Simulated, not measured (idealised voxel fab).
Process module under the name voxel gate over fins
This is section cut - it's 285 nm across, gridded in 5 nm square cells.
We lay out every cross-section as a grid of square cells and spell it out in bands from the top down, where one band means one or more rows of cells.
Band: top and bottom heights (nm) first, top before bottom; then materials from left to right, widths in nm. "throughout" marks a sole material filling the band edge to edge. "air" denotes empty space.
Convention: height 0 is the level below which the wafer, as received, is all one material. The lowest band does not terminate at the bottom but continues downward, represented as "0 nm and below".
Width: "30 to 40" (first number = top row, second number = bottom row, same change from row to row of cells).
Key: "same as before" - step with no changed cell in the cross-section.
"Fully sealed cavities" contains a list of empty spaces, each no smaller than 8 cells and without an open way to the top, written in the form width x height at distance with the distance from the left edge and all three in nm.
It should be noted that, on the line of a given step, the content following the step's settings is a remark produced by the simulator itself with respect to that step.
"overlay nm" on a masked step: distance the mask lay right of its planned place, negative for left.

# The following list gives the planned process steps
1,RECEIVE [material Si]
2,CONFORMAL_DEP [material SiN] [thk nm 5]
3,MASKED_ETCH [tone cover] [mask id FINS] [width nm 15] [pitch nm 60] [etch materials SiN] [depth nm 5] [overlay nm 0]
4,MASKED_ETCH [tone cover] [mask id FINS] [width nm 15] [pitch nm 60] [etch materials Si] [depth nm 35] [overlay nm 0]
5,OXIDIZE [depth nm 5]
6,FILL_DEP [material SiO2] [thk nm 5]
7,CMP [height nm 5]
8,PATTERN [tone open] [mask id RAIL] [material resist] [width nm 15] [thk nm 20] [overlay nm 0]
9,DIRECTIONAL_ETCH [etch materials SiO2] [depth nm 35]
10,STRIP [etch materials resist]
11,CONFORMAL_DEP [material TiN] [thk nm 5]
12,FILL_DEP [material W] [thk nm 10]
13,CMP [height nm 5]
14,SELECTIVE_ETCH [etch materials W Ru TiN] [depth nm 30]
15,FILL_DEP [material SiO2] [thk nm 5]
16,CMP [height nm 5]
17,SELECTIVE_ETCH [etch materials SiO2] [depth nm 20]
18,STRIP [etch materials SiN]
19,CONFORMAL_DEP [material HfO2] [thk nm 5]
20,CONFORMAL_DEP [material TiN] [thk nm 5]
21,FILL_DEP [material W] [thk nm 10]
22,CMP [height nm 15]
23,CONFORMAL_DEP [material SiN] [thk nm 10]

# Incoming wafer in cross-section (state: after step 1)
	0 nm and below  Si throughout
	Fully sealed cavities: none

# As-planned run: cross-section of the first of two wafers at end of module
	25 nm to 15 nm  SiN throughout
	15 nm to 10 nm  W throughout
	10 nm to 5 nm  W 40 nm, then TiN 25 nm, then W 35 nm, then TiN 25 nm, then W 35 nm, then TiN 25 nm, then W 35 nm, then TiN 25 nm, then W 40 nm
	5 nm to 0 nm  W 40 nm, then TiN 5 nm, then HfO2 15 nm, then TiN 5 nm, then W 35 nm, then TiN 5 nm, then HfO2 15 nm, then TiN 5 nm, then W 35 nm, then TiN 5 nm, then HfO2 15 nm, then TiN 5 nm, then W 35 nm, then TiN 5 nm, then HfO2 15 nm, then TiN 5 nm, then W 40 nm
	0 nm to -5 nm  W 40 nm, then TiN 5 nm, then HfO2 5 nm, then Si 5 nm, then HfO2 5 nm, then TiN 5 nm, then W 35 nm, then TiN 5 nm, then HfO2 5 nm, then Si 5 nm, then HfO2 5 nm, then TiN 5 nm, then W 35 nm, then TiN 5 nm, then HfO2 5 nm, then Si 5 nm, then HfO2 5 nm, then TiN 5 nm, then W 35 nm, then TiN 5 nm, then HfO2 5 nm, then Si 5 nm, then HfO2 5 nm, then TiN 5 nm, then W 40 nm
	-5 nm to -10 nm  TiN 45 nm, then HfO2 5 nm, then Si 5 nm, then HfO2 5 nm, then TiN 45 nm, then HfO2 5 nm, then Si 5 nm, then HfO2 5 nm, then TiN 45 nm, then HfO2 5 nm, then Si 5 nm, then HfO2 5 nm, then TiN 45 nm, then HfO2 5 nm, then Si 5 nm, then HfO2 5 nm, then TiN 45 nm
	-10 nm to -15 nm  HfO2 50 nm, then Si 5 nm, then HfO2 55 nm, then Si 5 nm, then HfO2 55 nm, then Si 5 nm, then HfO2 55 nm, then Si 5 nm, then HfO2 50 nm
	-15 nm to -25 nm  SiO2 50 nm, then Si 5 nm, then SiO2 55 nm, then Si 5 nm, then SiO2 55 nm, then Si 5 nm, then SiO2 55 nm, then Si 5 nm, then SiO2 50 nm
	-25 nm to -30 nm  SiO2 50 nm, then Si 5 nm, then SiO2 20 nm, then TiN 15 nm, then SiO2 20 nm, then Si 5 nm, then SiO2 55 nm, then Si 5 nm, then SiO2 55 nm, then Si 5 nm, then SiO2 50 nm
	-30 nm to -40 nm  SiO2 50 nm, then Si 5 nm, then SiO2 55 nm, then Si 5 nm, then SiO2 55 nm, then Si 5 nm, then SiO2 55 nm, then Si 5 nm, then SiO2 50 nm
	-40 nm and below  Si throughout
	Fully sealed cavities: none

# Module end: cross-section of wafer two of two. Same start and process plan as the first wafer. One mistake during execution
	25 nm to 15 nm  SiN throughout
	15 nm to 10 nm  W throughout
	10 nm to 5 nm  W 40 nm, then TiN 25 nm, then W 35 nm, then TiN 25 nm, then W 35 nm, then TiN 25 nm, then W 35 nm, then TiN 25 nm, then W 40 nm
	5 nm to 0 nm  W 40 nm, then TiN 5 nm, then HfO2 15 nm, then TiN 5 nm, then W 35 nm, then TiN 5 nm, then HfO2 15 nm, then TiN 5 nm, then W 35 nm, then TiN 5 nm, then HfO2 15 nm, then TiN 5 nm, then W 35 nm, then TiN 5 nm, then HfO2 15 nm, then TiN 5 nm, then W 40 nm
	0 nm to -5 nm  W 40 nm, then TiN 5 nm, then HfO2 5 nm, then Si 5 nm, then HfO2 5 nm, then TiN 5 nm, then W 35 nm, then TiN 5 nm, then HfO2 5 nm, then Si 5 nm, then HfO2 5 nm, then TiN 5 nm, then W 35 nm, then TiN 5 nm, then HfO2 5 nm, then Si 5 nm, then HfO2 5 nm, then TiN 5 nm, then W 35 nm, then TiN 5 nm, then HfO2 5 nm, then Si 5 nm, then HfO2 5 nm, then TiN 5 nm, then W 40 nm
	-5 nm to -10 nm  TiN 45 nm, then HfO2 5 nm, then Si 5 nm, then HfO2 5 nm, then TiN 45 nm, then HfO2 5 nm, then Si 5 nm, then HfO2 5 nm, then TiN 45 nm, then HfO2 5 nm, then Si 5 nm, then HfO2 5 nm, then TiN 45 nm, then HfO2 5 nm, then Si 5 nm, then HfO2 5 nm, then TiN 45 nm
	-10 nm to -15 nm  HfO2 50 nm, then Si 5 nm, then HfO2 55 nm, then Si 5 nm, then HfO2 55 nm, then Si 5 nm, then HfO2 55 nm, then Si 5 nm, then HfO2 50 nm
	-15 nm to -25 nm  SiO2 50 nm, then Si 5 nm, then SiO2 55 nm, then Si 5 nm, then SiO2 55 nm, then Si 5 nm, then SiO2 55 nm, then Si 5 nm, then SiO2 50 nm
	-25 nm to -30 nm  SiO2 50 nm, then Si 5 nm, then SiO2 20 nm, then TiN 15 nm, then SiO2 20 nm, then Si 5 nm, then SiO2 55 nm, then Si 5 nm, then SiO2 55 nm, then Si 5 nm, then SiO2 50 nm
	-30 nm to -35 nm  SiO2 50 nm, then Si 5 nm, then SiO2 55 nm, then Si 5 nm, then SiO2 55 nm, then Si 5 nm, then SiO2 55 nm, then Si 5 nm, then SiO2 50 nm
	-35 nm and below  Si throughout
	Fully sealed cavities: none
Run error: step 4 ran with different settings than intended, the actual operation and settings being MASKED_ETCH [tone cover] [mask id FINS] [width nm 15] [pitch nm 60] [etch materials Si] [depth nm 30] [overlay nm 0]
End check, counted in cells, second wafer has more or fewer of these materials than the first: Si: 53 more | SiO2: 53 fewer
